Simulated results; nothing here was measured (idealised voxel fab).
Process module under the name voxel self aligned contacts
cross-section cut | 250 nm wide | cells 5 nm
Cross-section layout: square cells on a grid; listed as bands, top to bottom; a band spans one or more cell rows. Band: top and bottom heights (nm) first, top before bottom; then materials from left to right, widths in nm. "full width" marks a sole material filling the band edge to edge. "empty" denotes empty space. Height datum 0, below which the as-received substrate wafer is one material. Lowest band open at the bottom, running downward: "0 and below". Top row gets the first number, bottom row gets the second, and each row in between changes by the same step: that is how a band width like "30->40" works. A step reported as "no alterations made" is a step in which no cell of the cross-section changed. Enclosed voids (no open way to top), threshold 8 cells or more, entry "Sealed cavities", notation width x height at distance, distance from left edge, nm. Anything after a step's settings on that line? It's the simulator's own note about the step. overlay nm, on a step with a mask: how far to the right of its planned place the mask lay; to the left if negative.

**Steps in the process plan**
- 1: RECEIVE [material Si]
- 2: OXIDIZE [depth nm 5]
- 3: DIRECTIONAL_DEP [material polySi] [thk nm 25]
- 4: DIRECTIONAL_DEP [material SiN] [thk nm 25]
- 5: DIRECTIONAL_DEP [material aC] [thk nm 15]
- 6: PATTERN [tone cover] [mask id GATE] [material resist] [width nm 35] [pitch nm 75] [thk nm 35] [overlay nm 0]
- 7: DIRECTIONAL_ETCH [etch materials aC] [depth nm 15]
- 8: STRIP [etch materials resist]
- 9: DIRECTIONAL_ETCH [etch materials SiN] [depth nm 25]
- 10: DIRECTIONAL_ETCH [etch materials polySi] [depth nm 25]
- 11: STRIP [etch materials aC]
- 12: CONFORMAL_DEP [material SiN] [thk nm 10]
- 13: DIRECTIONAL_ETCH [etch materials SiN] [depth nm 10]
- 14: FILL_DEP [material SiO2] [thk nm 15]
- 15: CMP [height nm 55]
- 16: MASKED_ETCH [tone open] [mask id CONTACT] [width nm 60] [etch materials SiO2] [depth nm 60] [overlay nm 0]
- 17: CONFORMAL_DEP [material TiN] [thk nm 5]
- 18: FILL_DEP [material Ru] [thk nm 5]
- 19: CMP [height nm 55]
- 20: CONFORMAL_DEP [material SiN] [thk nm 5]

**Delivered wafer in cross-section: state after step 1**
  0 and below = Si full width
  Sealed cavities: none

**Here's the wafer cut in cross-section after the module, started and planned just like above, except one thing was done wrong in the run**
  60 down to 55 = SiN full width
  55 down to 50 = SiO2 95 nm  TiN 30 nm  Ru 10 nm  TiN 20 nm  SiO2 95 nm
  50 down to 25 = SiO2 65 nm  SiN 55 nm  TiN 5 nm  Ru 10 nm  TiN 5 nm  SiN 55 nm  SiO2 55 nm
  25 down to 0 = SiO2 65 nm  SiN 10 nm  polySi 35 nm  SiN 10 nm  TiN 5 nm  Ru 10 nm  TiN 5 nm  SiN 10 nm  polySi 35 nm  SiN 10 nm  SiO2 55 nm
  0 down to -5 = SiO2 120 nm  TiN 20 nm  SiO2 110 nm
  -5 and below = Si full width
  Sealed cavities: none
It is concluded that the wafer was processed incorrectly with respect to the plan, in that the process deviated at step 6: the operation and settings actually run there were PATTERN [tone cover] [mask id GATE] [material resist] [width nm 35] [pitch nm 75] [thk nm 35] [overlay nm 5]
